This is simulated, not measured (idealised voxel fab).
Documented hereafter: the process module known as voxel capacitor over wiring.
Shown is cross-section cut, with a width of 290 nm and square cells of size 5 nm.
How to read a cross-section here: the picture is a grid of square cells, written as bands going from the top down, and any band can span one or more rows of cells.
Top height, bottom height, nm. Materials left to right, width each, nm. Single material + "everywhere" = fills band edge to edge. "empty" = empty.
Heights from 0 (as-received wafer is one material below). Bottom band endless downward, as "0 and below".
Width: "30..40" (first number = top row, second number = bottom row, same change from row to row of cells).
When a step is marked "no modification", none of the cells in the cross-section changed during that step.
"Closed cavity list" - sealed voids, min. 8 cells, no opening to top; format: width x height at distance (distance from left edge; nm throughout).
Text after the settings on a step's line: the simulator's own remark on that step.
A step's line can hold "overlay nm"; with a mask on that step, the setting says how far right of the planned place the mask lay, while a negative setting says it lay to the left.

# These are the steps we planned for the process
1. RECEIVE: material Si
2. CONFORMAL_DEP: material SiO2, thk nm 10
3. DIRECTIONAL_DEP: material TiN, thk nm 5
4. DIRECTIONAL_DEP: material W, thk nm 25
5. MASKED_ETCH: tone cover, mask id METAL_1, width nm 20, pitch nm 90, etch materials W, depth nm 25, overlay nm 0
6. MASKED_ETCH: tone cover, mask id METAL_1, width nm 20, pitch nm 90, etch materials TiN, depth nm 5, overlay nm 0
7. FILL_DEP: material SiO2, thk nm 10
8. CMP: height nm 40
9. CONFORMAL_DEP: material SiCN, thk nm 5
10. DIRECTIONAL_DEP: material SiO2, thk nm 20
11. MASKED_ETCH: tone open, mask id PLUG_1, width nm 15, etch materials SiO2, depth nm 20, overlay nm 0
12. MASKED_ETCH: tone open, mask id PLUG_1, width nm 15, etch materials SiCN, depth nm 5, overlay nm 0
13. EPI: material Ru, thk nm 10
14. EPI: material Ru, thk nm 10
15. EPI: material Ru, thk nm 5
16. DIRECTIONAL_DEP: material TiN, thk nm 10
17. DIRECTIONAL_DEP: material HfO2, thk nm 5
18. DIRECTIONAL_DEP: material TiN, thk nm 5
19. MASKED_ETCH: tone cover, mask id UPPER_PLATE, width nm 75, etch materials TiN, depth nm 5, overlay nm 0
20. MASKED_ETCH: tone cover, mask id UPPER_PLATE, width nm 75, etch materials HfO2, depth nm 5, overlay nm 0
21. DIRECTIONAL_DEP: material aC, thk nm 15
22. PATTERN: tone cover, mask id LOWER_PLATE, material resist, width nm 85, thk nm 30, overlay nm 0
23. DIRECTIONAL_ETCH: etch materials aC, depth nm 15
24. STRIP: etch materials resist
25. DIRECTIONAL_ETCH: etch materials TiN, depth nm 10
26. STRIP: etch materials aC
27. FILL_DEP: material SiO2, thk nm 15
28. CMP: height nm 95
29. DIRECTIONAL_DEP: material aC, thk nm 15
30. PATTERN: tone open, mask id PLUG_2, material resist, width nm 15, thk nm 30, overlay nm 0
31. DIRECTIONAL_ETCH: etch materials aC, depth nm 15
32. STRIP: etch materials resist
33. DIRECTIONAL_ETCH: etch materials SiO2, depth nm 10
34. STRIP: etch materials aC
35. CONFORMAL_DEP: material TiN, thk nm 5
36. FILL_DEP: material W, thk nm 5
37. CMP: height nm 95
38. CONFORMAL_DEP: material SiCN, thk nm 5

# Account of the first of two wafers, which was processed as intended

# Cross-section of the wafer at receipt, which is the condition after step 1
0 and below | Si everywhere
Closed cavity list: none

# after step 2
10 down to 0 | SiO2 everywhere
Unchanged below 0.

# after step 3
15 down to 10 | TiN everywhere
Unchanged below 10.

# after step 4
40 down to 15 | W everywhere
Unchanged below 15.

# after step 5
40 down to 15 | empty=90 | W=20 | empty=70 | W=20 | empty=90
Unchanged below 15.

# after step 6
40 down to 15 | empty=90 | W=20 | empty=70 | W=20 | empty=90
15 down to 10 | empty=90 | TiN=20 | empty=70 | TiN=20 | empty=90
Unchanged below 10.

# after step 7
50 down to 40 | SiO2 everywhere
40 down to 15 | SiO2=90 | W=20 | SiO2=70 | W=20 | SiO2=90
15 down to 10 | SiO2=90 | TiN=20 | SiO2=70 | TiN=20 | SiO2=90
Unchanged below 10.

# after step 8
40 down to 15 | SiO2=90 | W=20 | SiO2=70 | W=20 | SiO2=90
Unchanged below 15.

# after step 9
45 down to 40 | SiCN everywhere
Unchanged below 40.

# after step 10
65 down to 45 | SiO2 everywhere
Unchanged below 45.

# after step 11
65 down to 45 | SiO2=95 | empty=15 | SiO2=180
Unchanged below 45.

# after step 12
65 down to 45 | SiO2=95 | empty=15 | SiO2=180
45 down to 40 | SiCN=95 | empty=15 | SiCN=180
Unchanged below 40.

# after step 13
65 down to 50 | SiO2=95 | empty=15 | SiO2=180
50 down to 45 | SiO2=95 | Ru=15 | SiO2=180
45 down to 40 | SiCN=95 | Ru=15 | SiCN=180
Unchanged below 40.

# after step 14
65 down to 60 | SiO2=95 | empty=15 | SiO2=180
60 down to 45 | SiO2=95 | Ru=15 | SiO2=180
Unchanged below 45.

# after step 15
65 down to 45 | SiO2=95 | Ru=15 | SiO2=180
Unchanged below 45.

# after step 16
75 down to 65 | TiN everywhere
Unchanged below 65.

# after step 17
80 down to 75 | HfO2 everywhere
Unchanged below 75.

# after step 18
85 down to 80 | TiN everywhere
Unchanged below 80.

# after step 19
85 down to 80 | empty=95 | TiN=75 | empty=120
Unchanged below 80.

# after step 20
85 down to 80 | empty=95 | TiN=75 | empty=120
80 down to 75 | empty=95 | HfO2=75 | empty=120
Unchanged below 75.

# after step 21
100 down to 90 | empty=95 | aC=75 | empty=120
90 down to 85 | aC everywhere
85 down to 80 | aC=95 | TiN=75 | aC=120
80 down to 75 | aC=95 | HfO2=75 | aC=120
Unchanged below 75.

# after step 22
130 down to 100 | empty=90 | resist=85 | empty=115
100 down to 90 | empty=90 | resist=5 | aC=75 | resist=5 | empty=115
Unchanged below 90.

# after step 23
115 down to 100 | empty=90 | resist=85 | empty=115
100 down to 90 | empty=90 | resist=5 | aC=75 | resist=5 | empty=115
90 down to 85 | empty=90 | aC=85 | empty=115
85 down to 80 | empty=90 | aC=5 | TiN=75 | aC=5 | empty=115
80 down to 75 | empty=90 | aC=5 | HfO2=75 | aC=5 | empty=115
Unchanged below 75.

# after step 24
100 down to 90 | empty=95 | aC=75 | empty=120
Unchanged below 90.

# after step 25
100 down to 90 | empty=95 | aC=75 | empty=120
90 down to 85 | empty=90 | aC=85 | empty=115
85 down to 80 | empty=90 | aC=5 | TiN=75 | aC=5 | empty=115
80 down to 75 | empty=90 | aC=5 | HfO2=75 | aC=5 | empty=115
75 down to 65 | empty=90 | TiN=85 | empty=115
Unchanged below 65.

# after step 26
85 down to 80 | empty=95 | TiN=75 | empty=120
80 down to 75 | empty=95 | HfO2=75 | empty=120
Unchanged below 75.

# after step 27
100 down to 85 | SiO2 everywhere
85 down to 80 | SiO2=95 | TiN=75 | SiO2=120
80 down to 75 | SiO2=95 | HfO2=75 | SiO2=120
75 down to 65 | SiO2=90 | TiN=85 | SiO2=115
Unchanged below 65.

# after step 28
95 down to 85 | SiO2 everywhere
Unchanged below 85.

# after step 29
110 down to 95 | aC everywhere
Unchanged below 95.

# after step 30
140 down to 110 | resist=105 | empty=15 | resist=170
Unchanged below 110.

# after step 31
125 down to 110 | resist=105 | empty=15 | resist=170
110 down to 95 | aC=105 | empty=15 | aC=170
Unchanged below 95.

# after step 32
110 down to 95 | aC=105 | empty=15 | aC=170
Unchanged below 95.

# after step 33
110 down to 95 | aC=105 | empty=15 | aC=170
95 down to 85 | SiO2=105 | empty=15 | SiO2=170
Unchanged below 85.

# after step 34
95 down to 85 | SiO2=105 | empty=15 | SiO2=170
Unchanged below 85.

# after step 35
100 down to 95 | TiN=110 | empty=5 | TiN=175
95 down to 90 | SiO2=105 | TiN=5 | empty=5 | TiN=5 | SiO2=170
90 down to 80 | SiO2=105..95 | TiN=15..75 | SiO2=170..120
Unchanged below 80.

# after step 36
105 down to 100 | W everywhere
100 down to 95 | TiN=110 | W=5 | TiN=175
95 down to 90 | SiO2=105 | TiN=5 | W=5 | TiN=5 | SiO2=170
Unchanged below 90.

# after step 37
95 down to 90 | SiO2=105 | TiN=5 | W=5 | TiN=5 | SiO2=170
Unchanged below 90.

# after step 38
100 down to 95 | SiCN everywhere
Unchanged below 95.

# The second wafer was prepared from the same starting point and under the same plan as the first; its processing contained one mistake, and it remains indistinguishable from the first wafer up to and including step 19

# At the planned end of step 20, the second wafer in cross-section
85 down to 80 | empty=95 | TiN=75 | empty=120
80 down to 75 | empty=90 | HfO2=80 | empty=120
Unchanged below 75.

# At the planned end of step 21, the second wafer in cross-section
100 down to 90 | empty=95..90 | aC=75..80 | empty=120
90 down to 85 | aC everywhere
85 down to 80 | aC=95 | TiN=75 | aC=120
80 down to 75 | aC=90 | HfO2=80 | aC=120
Unchanged below 75.

# At the planned end of step 22, the second wafer in cross-section
130 down to 100 | empty=90 | resist=85 | empty=115
100 down to 95 | empty=90 | resist=5 | aC=75 | resist=5 | empty=115
95 down to 90 | empty=90 | aC=80 | resist=5 | empty=115
Unchanged below 90.

# At the planned end of step 23, the second wafer in cross-section
115 down to 100 | empty=90 | resist=85 | empty=115
100 down to 95 | empty=90 | resist=5 | aC=75 | resist=5 | empty=115
95 down to 90 | empty=90 | aC=80 | resist=5 | empty=115
90 down to 85 | empty=90 | aC=85 | empty=115
85 down to 80 | empty=90 | aC=5 | TiN=75 | aC=5 | empty=115
80 down to 75 | empty=90 | HfO2=80 | aC=5 | empty=115
Unchanged below 75.

# At the planned end of step 24, the second wafer in cross-section
100 down to 90 | empty=95..90 | aC=75..80 | empty=120
Unchanged below 90.

# At the planned end of step 25, the second wafer in cross-section
100 down to 90 | empty=95..90 | aC=75..80 | empty=120
90 down to 85 | empty=90 | aC=85 | empty=115
85 down to 80 | empty=90 | aC=5 | TiN=75 | aC=5 | empty=115
80 down to 75 | empty=90 | HfO2=80 | aC=5 | empty=115
75 down to 65 | empty=90 | TiN=85 | empty=115
Unchanged below 65.

# At the planned end of step 26, the second wafer in cross-section
85 down to 80 | empty=95 | TiN=75 | empty=120
80 down to 75 | empty=90 | HfO2=80 | empty=120
Unchanged below 75.

# At the planned end of step 27, the second wafer in cross-section
100 down to 85 | SiO2 everywhere
85 down to 80 | SiO2=95 | TiN=75 | SiO2=120
80 down to 75 | SiO2=90 | HfO2=80 | SiO2=120
75 down to 65 | SiO2=90 | TiN=85 | SiO2=115
Unchanged below 65.

# At the planned end of step 28, the second wafer in cross-section
95 down to 85 | SiO2 everywhere
Unchanged below 85.

# At the planned end of step 29, the second wafer in cross-section
110 down to 95 | aC everywhere
Unchanged below 95.

# At the planned end of step 30, the second wafer in cross-section
140 down to 110 | resist=105 | empty=15 | resist=170
Unchanged below 110.

# At the planned end of step 31, the second wafer in cross-section
125 down to 110 | resist=105 | empty=15 | resist=170
110 down to 95 | aC=105 | empty=15 | aC=170
Unchanged below 95.

# At the planned end of step 32, the second wafer in cross-section
110 down to 95 | aC=105 | empty=15 | aC=170
Unchanged below 95.

# At the planned end of step 33, the second wafer in cross-section
110 down to 95 | aC=105 | empty=15 | aC=170
95 down to 85 | SiO2=105 | empty=15 | SiO2=170
Unchanged below 85.

# At the planned end of step 34, the second wafer in cross-section
95 down to 85 | SiO2=105 | empty=15 | SiO2=170
Unchanged below 85.

# At the planned end of step 35, the second wafer in cross-section
100 down to 95 | TiN=110 | empty=5 | TiN=175
95 down to 90 | SiO2=105 | TiN=5 | empty=5 | TiN=5 | SiO2=170
90 down to 80 | SiO2=105..95 | TiN=15..75 | SiO2=170..120
Unchanged below 80.

# At the planned end of step 36, the second wafer in cross-section
105 down to 100 | W everywhere
100 down to 95 | TiN=110 | W=5 | TiN=175
95 down to 90 | SiO2=105 | TiN=5 | W=5 | TiN=5 | SiO2=170
Unchanged below 90.

# At the planned end of step 37, the second wafer in cross-section
95 down to 90 | SiO2=105 | TiN=5 | W=5 | TiN=5 | SiO2=170
Unchanged below 90.

# At the planned end of step 38, the second wafer in cross-section
100 down to 95 | SiCN everywhere
Unchanged below 95.
Error vs. plan: step 20, actual vs plan mismatch, actual run MASKED_ETCH: tone cover, mask id UPPER_PLATE, width nm 75, etch materials HfO2, depth nm 5, overlay nm -5
Once processing is complete, comparing cell counts shows that the second wafer has more or fewer of certain materials than the first: +1 HfO2, -1 SiO2
